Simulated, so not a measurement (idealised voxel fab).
process module | voxel capacitor over wiring
cross-section cut | 300 nm wide | cells 5 nm
A cross-section is a grid of square cells, given in bands from the top down. A band is one or more rows of cells.
Each band's line starts with the height of the band's top and of its bottom, in nm. Then come its materials from left to right, each with its width in nm. One material with "throughout" fills the band from edge to edge. "air" is empty space.
Height 0 is the level under which the wafer as received is all one material. The lowest band goes on downwards, as in "0 down".
A width such as "30 to 40" changes by the same amount from each row of cells to the next, from the band's top row to its bottom row.
"no change" after a step means that no cell of the cross-section changed.
closed voids: empty space of 8 cells or more with no open way to the top, each as width x height at its distance from the left edge, in nm
after a step's settings: what the simulator itself notes on the step
overlay nm, on a step with a mask: how far to the right of its planned place the mask lay; to the left if negative
plan
1 op RECEIVE | material Si
2 op CONFORMAL_DEP | material SiO2 | thk nm 15
3 op DIRECTIONAL_DEP | material TiN | thk nm 5
4 op DIRECTIONAL_DEP | material W | thk nm 25
5 op PATTERN | tone cover | mask id METAL_1 | material resist | width nm 20 | pitch nm 85 | thk nm 20 | overlay nm 0
6 op DIRECTIONAL_ETCH | etch materials W | depth nm 25
7 op DIRECTIONAL_ETCH | etch materials TiN | depth nm 5
8 op STRIP | etch materials resist
9 op CONFORMAL_DEP | material SiN | thk nm 5
10 op FILL_DEP | material lowk | thk nm 10
11 op CMP | height nm 45
12 op CONFORMAL_DEP | material SiCN | thk nm 5
13 op DIRECTIONAL_DEP | material lowk | thk nm 15
14 op DIRECTIONAL_DEP | material aC | thk nm 10
15 op PATTERN | tone open | mask id PLUG_1 | material resist | width nm 15 | thk nm 30 | overlay nm 0
16 op DIRECTIONAL_ETCH | etch materials aC | depth nm 10
17 op STRIP | etch materials resist
18 op DIRECTIONAL_ETCH | etch materials lowk | depth nm 15
19 op DIRECTIONAL_ETCH | etch materials SiCN | depth nm 5
20 op STRIP | etch materials aC
21 op EPI | material Ru | thk nm 10
22 op EPI | material Ru | thk nm 10
23 op DIRECTIONAL_DEP | material TiN | thk nm 5
24 op DIRECTIONAL_DEP | material Al2O3 | thk nm 5
25 op DIRECTIONAL_DEP | material TiN | thk nm 10
26 op MASKED_ETCH | tone cover | mask id UPPER_PLATE | width nm 70 | etch materials TiN | depth nm 10 | overlay nm 0
27 op MASKED_ETCH | tone cover | mask id UPPER_PLATE | width nm 70 | etch materials Al2O3 | depth nm 5 | overlay nm 0
28 op DIRECTIONAL_DEP | material aC | thk nm 15
29 op PATTERN | tone cover | mask id LOWER_PLATE | material resist | width nm 80 | thk nm 30 | overlay nm 0
30 op DIRECTIONAL_ETCH | etch materials aC | depth nm 15
31 op STRIP | etch materials resist
32 op DIRECTIONAL_ETCH | etch materials TiN | depth nm 5
33 op STRIP | etch materials aC
34 op FILL_DEP | material SiO2 | thk nm 20
35 op CMP | height nm 100
36 op MASKED_ETCH | tone open | mask id PLUG_2 | width nm 15 | etch materials SiO2 | depth nm 15 | overlay nm 0
37 op CONFORMAL_DEP | material TiN | thk nm 5
38 op FILL_DEP | material Ru | thk nm 10
39 op CMP | height nm 100
40 op CONFORMAL_DEP | material SiN | thk nm 5
first wafer, as planned
as received, after step 1
  0 down: Si throughout
  closed voids: none
after step 2
  15 to 0: SiO2 throughout
  below 0: unchanged
after step 3
  20 to 15: TiN throughout
  below 15: unchanged
after step 4
  45 to 20: W throughout
  below 20: unchanged
after step 5
  65 to 45: air 95 | resist 20 | air 65 | resist 20 | air 100
  below 45: unchanged
after step 6
  65 to 45: air 95 | resist 20 | air 65 | resist 20 | air 100
  45 to 20: air 95 | W 20 | air 65 | W 20 | air 100
  below 20: unchanged
after step 7
  65 to 45: air 95 | resist 20 | air 65 | resist 20 | air 100
  45 to 20: air 95 | W 20 | air 65 | W 20 | air 100
  20 to 15: air 95 | TiN 20 | air 65 | TiN 20 | air 100
  below 15: unchanged
after step 8
  45 to 20: air 95 | W 20 | air 65 | W 20 | air 100
  below 20: unchanged
after step 9
  50 to 45: air 90 | SiN 30 | air 55 | SiN 30 | air 95
  45 to 20: air 90 | SiN 5 | W 20 | SiN 5 | air 55 | SiN 5 | W 20 | SiN 5 | air 95
  20 to 15: SiN 95 | TiN 20 | SiN 65 | TiN 20 | SiN 100
  below 15: unchanged
after step 10
  60 to 50: lowk throughout
  50 to 45: lowk 90 | SiN 30 | lowk 55 | SiN 30 | lowk 95
  45 to 20: lowk 90 | SiN 5 | W 20 | SiN 5 | lowk 55 | SiN 5 | W 20 | SiN 5 | lowk 95
  below 20: unchanged
after step 11
  45 to 20: lowk 90 | SiN 5 | W 20 | SiN 5 | lowk 55 | SiN 5 | W 20 | SiN 5 | lowk 95
  below 20: unchanged
after step 12
  50 to 45: SiCN throughout
  below 45: unchanged
after step 13
  65 to 50: lowk throughout
  below 50: unchanged
after step 14
  75 to 65: aC throughout
  below 65: unchanged
after step 15
  105 to 75: resist 100 | air 15 | resist 185
  below 75: unchanged
after step 16
  95 to 75: resist 100 | air 15 | resist 185
  75 to 65: aC 100 | air 15 | aC 185
  below 65: unchanged
after step 17
  75 to 65: aC 100 | air 15 | aC 185
  below 65: unchanged
after step 18
  75 to 65: aC 100 | air 15 | aC 185
  65 to 50: lowk 100 | air 15 | lowk 185
  below 50: unchanged
after step 19
  75 to 65: aC 100 | air 15 | aC 185
  65 to 50: lowk 100 | air 15 | lowk 185
  50 to 45: SiCN 100 | air 15 | SiCN 185
  below 45: unchanged
after step 20
  65 to 50: lowk 100 | air 15 | lowk 185
  below 50: unchanged
after step 21
  65 to 55: lowk 100 | air 15 | lowk 185
  55 to 50: lowk 100 | Ru 15 | lowk 185
  50 to 45: SiCN 100 | Ru 15 | SiCN 185
  below 45: unchanged
after step 22
  65 to 50: lowk 100 | Ru 15 | lowk 185
  below 50: unchanged
after step 23
  70 to 65: TiN throughout
  below 65: unchanged
after step 24
  75 to 70: Al2O3 throughout
  below 70: unchanged
after step 25
  85 to 75: TiN throughout
  below 75: unchanged
after step 26
  85 to 75: air 100 | TiN 70 | air 130
  below 75: unchanged
after step 27
  85 to 75: air 100 | TiN 70 | air 130
  75 to 70: air 100 | Al2O3 70 | air 130
  below 70: unchanged
after step 28
  100 to 85: air 100 | aC 70 | air 130
  85 to 75: aC 100 | TiN 70 | aC 130
  75 to 70: aC 100 | Al2O3 70 | aC 130
  below 70: unchanged
after step 29
  130 to 100: air 95 | resist 80 | air 125
  100 to 85: air 95 | resist 5 | aC 70 | resist 5 | air 125
  below 85: unchanged
after step 30
  115 to 100: air 95 | resist 80 | air 125
  100 to 85: air 95 | resist 5 | aC 70 | resist 5 | air 125
  85 to 75: air 95 | aC 5 | TiN 70 | aC 5 | air 125
  75 to 70: air 95 | aC 5 | Al2O3 70 | aC 5 | air 125
  below 70: unchanged
after step 31
  100 to 85: air 100 | aC 70 | air 130
  below 85: unchanged
after step 32
  100 to 85: air 100 | aC 70 | air 130
  85 to 75: air 95 | aC 5 | TiN 70 | aC 5 | air 125
  75 to 70: air 95 | aC 5 | Al2O3 70 | aC 5 | air 125
  70 to 65: air 95 | TiN 80 | air 125
  below 65: unchanged
after step 33
  85 to 75: air 100 | TiN 70 | air 130
  75 to 70: air 100 | Al2O3 70 | air 130
  below 70: unchanged
after step 34
  105 to 85: SiO2 throughout
  85 to 75: SiO2 100 | TiN 70 | SiO2 130
  75 to 70: SiO2 100 | Al2O3 70 | SiO2 130
  70 to 65: SiO2 95 | TiN 80 | SiO2 125
  below 65: unchanged
after step 35
  100 to 85: SiO2 throughout
  below 85: unchanged
after step 36
  100 to 85: SiO2 110 | air 15 | SiO2 175
  below 85: unchanged
after step 37
  105 to 100: TiN 115 | air 5 | TiN 180
  100 to 90: SiO2 110 | TiN 5 | air 5 | TiN 5 | SiO2 175
  90 to 85: SiO2 110 | TiN 15 | SiO2 175
  below 85: unchanged
after step 38
  115 to 105: Ru throughout
  105 to 100: TiN 115 | Ru 5 | TiN 180
  100 to 90: SiO2 110 | TiN 5 | Ru 5 | TiN 5 | SiO2 175
  below 90: unchanged
after step 39
  100 to 90: SiO2 110 | TiN 5 | Ru 5 | TiN 5 | SiO2 175
  below 90: unchanged
after step 40
  105 to 100: SiN throughout
  below 100: unchanged
second wafer: like start, like plan, one mistake. Through step 17 it matches the first wafer
when step 18 should have ended
  75 to 65: aC 100 | air 15 | aC 185
  65 to 60: lowk 100 | air 15 | lowk 185
  below 60: unchanged
when step 19 should have ended: no change
when step 20 should have ended
  65 to 60: lowk 100 | air 15 | lowk 185
  below 60: unchanged
when step 21 should have ended: no change
when step 22 should have ended: no change
when step 23 should have ended
  70 to 65: TiN 100 | air 15 | TiN 185
  65 to 60: lowk 100 | TiN 15 | lowk 185
  below 60: unchanged
when step 24 should have ended
  75 to 70: Al2O3 100 | air 15 | Al2O3 185
  70 to 65: TiN 100 | Al2O3 15 | TiN 185
  below 65: unchanged
when step 25 should have ended
  85 to 80: TiN 100 | air 15 | TiN 185
  80 to 75: TiN throughout
  75 to 70: Al2O3 100 | TiN 15 | Al2O3 185
  below 70: unchanged
when step 26 should have ended
  85 to 75: air 115 to 100 | TiN 55 to 70 | air 130
  below 75: unchanged
when step 27 should have ended
  85 to 75: air 115 to 100 | TiN 55 to 70 | air 130
  75 to 70: air 100 | TiN 15 | Al2O3 55 | air 130
  below 70: unchanged
when step 28 should have ended
  100 to 95: air 115 | aC 55 | air 130
  95 to 85: air 100 | aC 70 | air 130
  85 to 75: aC 115 to 100 | TiN 55 to 70 | aC 130
  75 to 70: aC 100 | TiN 15 | Al2O3 55 | aC 130
  below 70: unchanged
when step 29 should have ended
  130 to 100: air 95 | resist 80 | air 125
  100 to 95: air 95 | resist 20 | aC 55 | resist 5 | air 125
  95 to 85: air 95 | resist 5 | aC 70 | resist 5 | air 125
  below 85: unchanged
when step 30 should have ended
  115 to 100: air 95 | resist 80 | air 125
  100 to 95: air 95 | resist 20 | aC 55 | resist 5 | air 125
  95 to 85: air 95 | resist 5 | aC 70 | resist 5 | air 125
  85 to 75: air 95 | aC 20 to 5 | TiN 55 to 70 | aC 5 | air 125
  75 to 70: air 95 | aC 5 | TiN 15 | Al2O3 55 | aC 5 | air 125
  below 70: unchanged
when step 31 should have ended
  100 to 95: air 115 | aC 55 | air 130
  95 to 85: air 100 | aC 70 | air 130
  below 85: unchanged
when step 32 should have ended
  100 to 95: air 115 | aC 55 | air 130
  95 to 85: air 100 | aC 70 | air 130
  85 to 75: air 95 | aC 20 to 5 | TiN 55 to 70 | aC 5 | air 125
  75 to 70: air 95 | aC 5 | TiN 15 | Al2O3 55 | aC 5 | air 125
  70 to 65: air 95 | TiN 5 | Al2O3 15 | TiN 60 | air 125
  below 65: unchanged
when step 33 should have ended
  85 to 75: air 115 to 100 | TiN 55 to 70 | air 130
  75 to 70: air 100 | TiN 15 | Al2O3 55 | air 130
  below 70: unchanged
when step 34 should have ended
  105 to 85: SiO2 throughout
  85 to 75: SiO2 115 to 100 | TiN 55 to 70 | SiO2 130
  75 to 70: SiO2 100 | TiN 15 | Al2O3 55 | SiO2 130
  70 to 65: SiO2 95 | TiN 5 | Al2O3 15 | TiN 60 | SiO2 125
  below 65: unchanged
when step 35 should have ended
  100 to 85: SiO2 throughout
  below 85: unchanged
when step 36 should have ended
  100 to 85: SiO2 110 | air 15 | SiO2 175
  below 85: unchanged
when step 37 should have ended
  105 to 100: TiN 115 | air 5 | TiN 180
  100 to 90: SiO2 110 | TiN 5 | air 5 | TiN 5 | SiO2 175
  90 to 80: SiO2 110 to 115 | TiN 15 to 55 | SiO2 175 to 130
  below 80: unchanged
when step 38 should have ended
  115 to 105: Ru throughout
  105 to 100: TiN 115 | Ru 5 | TiN 180
  100 to 90: SiO2 110 | TiN 5 | Ru 5 | TiN 5 | SiO2 175
  below 90: unchanged
when step 39 should have ended
  100 to 90: SiO2 110 | TiN 5 | Ru 5 | TiN 5 | SiO2 175
  below 90: unchanged
when step 40 should have ended
  105 to 100: SiN throughout
  below 100: unchanged
what went wrong: step 18 ran as: op DIRECTIONAL_ETCH | etch materials lowk | depth nm 5
at the end the second wafer has, in cells: 12 fewer of Ru | 3 more of SiCN | 3 more of SiO2 | 6 more of lowk
